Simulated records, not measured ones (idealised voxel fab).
process module | voxel gate over fins
cross-section cut | 195 nm wide | cells 5 nm
A cross-section is a grid of square cells, given in bands from the top down. A band is one or more rows of cells.
Each band's line starts with the height of the band's top and of its bottom, in nm. Then come its materials from left to right, each with its width in nm. One material with "throughout" fills the band from edge to edge. "air" is empty space.
Height 0 is the level under which the wafer as received is all one material. The lowest band goes on downwards, as in "0 down".
A width such as "30 to 40" changes by the same amount from each row of cells to the next, from the band's top row to its bottom row.
"no change" after a step means that no cell of the cross-section changed.
closed voids: empty space of 8 cells or more with no open way to the top, each as width x height at its distance from the left edge, in nm
after a step's settings: what the simulator itself notes on the step
overlay nm, on a step with a mask: how far to the right of its planned place the mask lay; to the left if negative
plan
1 op RECEIVE | material Si
2 op CONFORMAL_DEP | material SiN | thk nm 5
3 op MASKED_ETCH | tone cover | mask id FINS | width nm 15 | pitch nm 55 | etch materials SiN | depth nm 5 | overlay nm 0
4 op MASKED_ETCH | tone cover | mask id FINS | width nm 15 | pitch nm 55 | etch materials Si | depth nm 35 | overlay nm 0
5 op FILL_DEP | material SiO2 | thk nm 15
6 op CMP | height nm 5
7 op DIRECTIONAL_DEP | material aC | thk nm 15
8 op PATTERN | tone open | mask id RAIL | material resist | width nm 15 | thk nm 30 | overlay nm 0
9 op DIRECTIONAL_ETCH | etch materials aC | depth nm 15
10 op STRIP | etch materials resist
11 op DIRECTIONAL_ETCH | etch materials SiO2 | depth nm 35
12 op STRIP | etch materials aC
13 op CONFORMAL_DEP | material TiN | thk nm 5
14 op FILL_DEP | material W | thk nm 5
15 op CMP | height nm 5
16 op SELECTIVE_ETCH | etch materials W Ru TiN | depth nm 20
17 op FILL_DEP | material SiO2 | thk nm 5
18 op CMP | height nm 5
19 op SELECTIVE_ETCH | etch materials SiO2 | depth nm 15
20 op STRIP | etch materials SiN
21 op CONFORMAL_DEP | material HfO2 | thk nm 5
22 op CONFORMAL_DEP | material TiN | thk nm 5
23 op FILL_DEP | material W | thk nm 15
24 op CMP | height nm 20
25 op CONFORMAL_DEP | material SiCN | thk nm 5
as received, after step 1
  0 down: Si throughout
  closed voids: none
a wafer at the end: this start, this plan, one mistake
  25 to 20: SiCN throughout
  20 to 10: W throughout
  10 to 5: W 25 | HfO2 35 | W 20 | HfO2 35 | W 20 | HfO2 35 | W 25
  5 to 0: W 25 | HfO2 5 | TiN 25 | HfO2 5 | W 20 | HfO2 5 | TiN 25 | HfO2 5 | W 20 | HfO2 5 | TiN 25 | HfO2 5 | W 25
  0 to -5: HfO2 30 | TiN 5 | Si 15 | TiN 5 | HfO2 30 | TiN 5 | Si 15 | TiN 5 | HfO2 30 | TiN 5 | Si 15 | TiN 5 | HfO2 30
  -5 to -10: TiN 35 | Si 15 | TiN 40 | Si 15 | TiN 40 | Si 15 | TiN 35
  -10 to -15: SiO2 35 | Si 15 | SiO2 40 | Si 15 | SiO2 40 | Si 15 | SiO2 35
  -15 to -25: SiO2 35 | Si 15 | SiO2 10 | TiN 5 | W 5 | TiN 5 | SiO2 15 | Si 15 | SiO2 40 | Si 15 | SiO2 35
  -25 to -30: SiO2 35 | Si 15 | SiO2 10 | TiN 15 | SiO2 15 | Si 15 | SiO2 40 | Si 15 | SiO2 35
  -30 to -35: SiO2 35 | Si 15 | SiO2 40 | Si 15 | SiO2 40 | Si 15 | SiO2 35
  -35 down: Si throughout
  closed voids: none
what went wrong: steps 21 and 22 were swapped
